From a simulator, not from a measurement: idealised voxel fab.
process module | voxel self aligned vias
cross-section cut | 300 nm wide | cells 5 nm
A cross-section is a grid of square cells, given in bands from the top down. A band is one or more rows of cells.
Each band's line starts with the height of the band's top and of its bottom, in nm. Then come its materials from left to right, each with its width in nm. One material with "throughout" fills the band from edge to edge. "air" is empty space.
Height 0 is the level under which the wafer as received is all one material. The lowest band goes on downwards, as in "0 down".
A width such as "30 to 40" changes by the same amount from each row of cells to the next, from the band's top row to its bottom row.
"no change" after a step means that no cell of the cross-section changed.
closed voids: empty space of 8 cells or more with no open way to the top, each as width x height at its distance from the left edge, in nm
after a step's settings: what the simulator itself notes on the step
overlay nm, on a step with a mask: how far to the right of its planned place the mask lay; to the left if negative
plan
1 op RECEIVE | material Si
2 op CONFORMAL_DEP | material SiO2 | thk nm 10
3 op CONFORMAL_DEP | material SiCN | thk nm 5
4 op DIRECTIONAL_DEP | material SiO2 | thk nm 20
5 op MASKED_ETCH | tone open | mask id LINES | width nm 30 | pitch nm 70 | etch materials SiO2 | depth nm 20 | overlay nm 0
6 op CONFORMAL_DEP | material TiN | thk nm 5
7 op FILL_DEP | material Ru | thk nm 10
8 op CMP | height nm 35
9 op SELECTIVE_ETCH | etch materials W Ru TiN | depth nm 5
10 op FILL_DEP | material SiN | thk nm 10
11 op CMP | height nm 35
12 op DIRECTIONAL_DEP | material SiO2 | thk nm 15
13 op MASKED_ETCH | tone open | mask id VIAS | width nm 50 | etch materials SiO2 | depth nm 15 | overlay nm 0
14 op MASKED_ETCH | tone open | mask id VIAS | width nm 50 | etch materials SiN | depth nm 5 | overlay nm 0
15 op CONFORMAL_DEP | material TiN | thk nm 5
16 op FILL_DEP | material W | thk nm 5
17 op CMP | height nm 50
18 op CONFORMAL_DEP | material SiCN | thk nm 5
first wafer, as planned
as received, after step 1
  0 down: Si throughout
  closed voids: none
after step 2
  10 to 0: SiO2 throughout
  below 0: unchanged
after step 3
  15 to 10: SiCN throughout
  below 10: unchanged
after step 4
  35 to 15: SiO2 throughout
  below 15: unchanged
after step 5
  35 to 15: SiO2 100 | air 30 | SiO2 40 | air 30 | SiO2 100
  below 15: unchanged
after step 6
  40 to 35: TiN 105 | air 20 | TiN 50 | air 20 | TiN 105
  35 to 20: SiO2 100 | TiN 5 | air 20 | TiN 5 | SiO2 40 | TiN 5 | air 20 | TiN 5 | SiO2 100
  20 to 15: SiO2 100 | TiN 30 | SiO2 40 | TiN 30 | SiO2 100
  below 15: unchanged
after step 7
  50 to 40: Ru throughout
  40 to 35: TiN 105 | Ru 20 | TiN 50 | Ru 20 | TiN 105
  35 to 20: SiO2 100 | TiN 5 | Ru 20 | TiN 5 | SiO2 40 | TiN 5 | Ru 20 | TiN 5 | SiO2 100
  below 20: unchanged
after step 8
  35 to 20: SiO2 100 | TiN 5 | Ru 20 | TiN 5 | SiO2 40 | TiN 5 | Ru 20 | TiN 5 | SiO2 100
  below 20: unchanged
after step 9
  35 to 30: SiO2 100 | air 30 | SiO2 40 | air 30 | SiO2 100
  below 30: unchanged
after step 10
  45 to 35: SiN throughout
  35 to 30: SiO2 100 | SiN 30 | SiO2 40 | SiN 30 | SiO2 100
  below 30: unchanged
after step 11
  35 to 30: SiO2 100 | SiN 30 | SiO2 40 | SiN 30 | SiO2 100
  below 30: unchanged
after step 12
  50 to 35: SiO2 throughout
  below 35: unchanged
after step 13
  50 to 35: SiO2 90 | air 50 | SiO2 160
  below 35: unchanged
after step 14
  50 to 35: SiO2 90 | air 50 | SiO2 160
  35 to 30: SiO2 100 | air 30 | SiO2 40 | SiN 30 | SiO2 100
  below 30: unchanged
after step 15
  55 to 50: TiN 95 | air 40 | TiN 165
  50 to 40: SiO2 90 | TiN 5 | air 40 | TiN 5 | SiO2 160
  40 to 35: SiO2 90 | TiN 15 | air 20 | TiN 15 | SiO2 160
  35 to 30: SiO2 100 | TiN 30 | SiO2 40 | SiN 30 | SiO2 100
  below 30: unchanged
after step 16
  60 to 55: W throughout
  55 to 50: TiN 95 | W 40 | TiN 165
  50 to 40: SiO2 90 | TiN 5 | W 40 | TiN 5 | SiO2 160
  40 to 35: SiO2 90 | TiN 15 | W 20 | TiN 15 | SiO2 160
  below 35: unchanged
after step 17
  50 to 40: SiO2 90 | TiN 5 | W 40 | TiN 5 | SiO2 160
  below 40: unchanged
after step 18
  55 to 50: SiCN throughout
  below 50: unchanged
second wafer: like start, like plan, one mistake. Through step 12 it matches the first wafer
when step 13 should have ended
  50 to 35: air 90 | SiO2 50 | air 160
  below 35: unchanged
when step 14 should have ended: no change
when step 15 should have ended
  55 to 50: air 85 | TiN 60 | air 155
  50 to 40: air 85 | TiN 5 | SiO2 50 | TiN 5 | air 155
  40 to 35: TiN 90 | SiO2 50 | TiN 160
  below 35: unchanged
when step 16 should have ended
  60 to 55: W throughout
  55 to 50: W 85 | TiN 60 | W 155
  50 to 40: W 85 | TiN 5 | SiO2 50 | TiN 5 | W 155
  below 40: unchanged
when step 17 should have ended
  50 to 40: W 85 | TiN 5 | SiO2 50 | TiN 5 | W 155
  below 40: unchanged
when step 18 should have ended
  55 to 50: SiCN throughout
  below 50: unchanged
what went wrong: step 13 ran as: op MASKED_ETCH | tone cover | mask id VIAS | width nm 50 | etch materials SiO2 | depth nm 15 | overlay nm 0
at the end the second wafer has, in cells: 6 more of SiN | 120 fewer of SiO2 | 38 more of TiN | 76 more of W
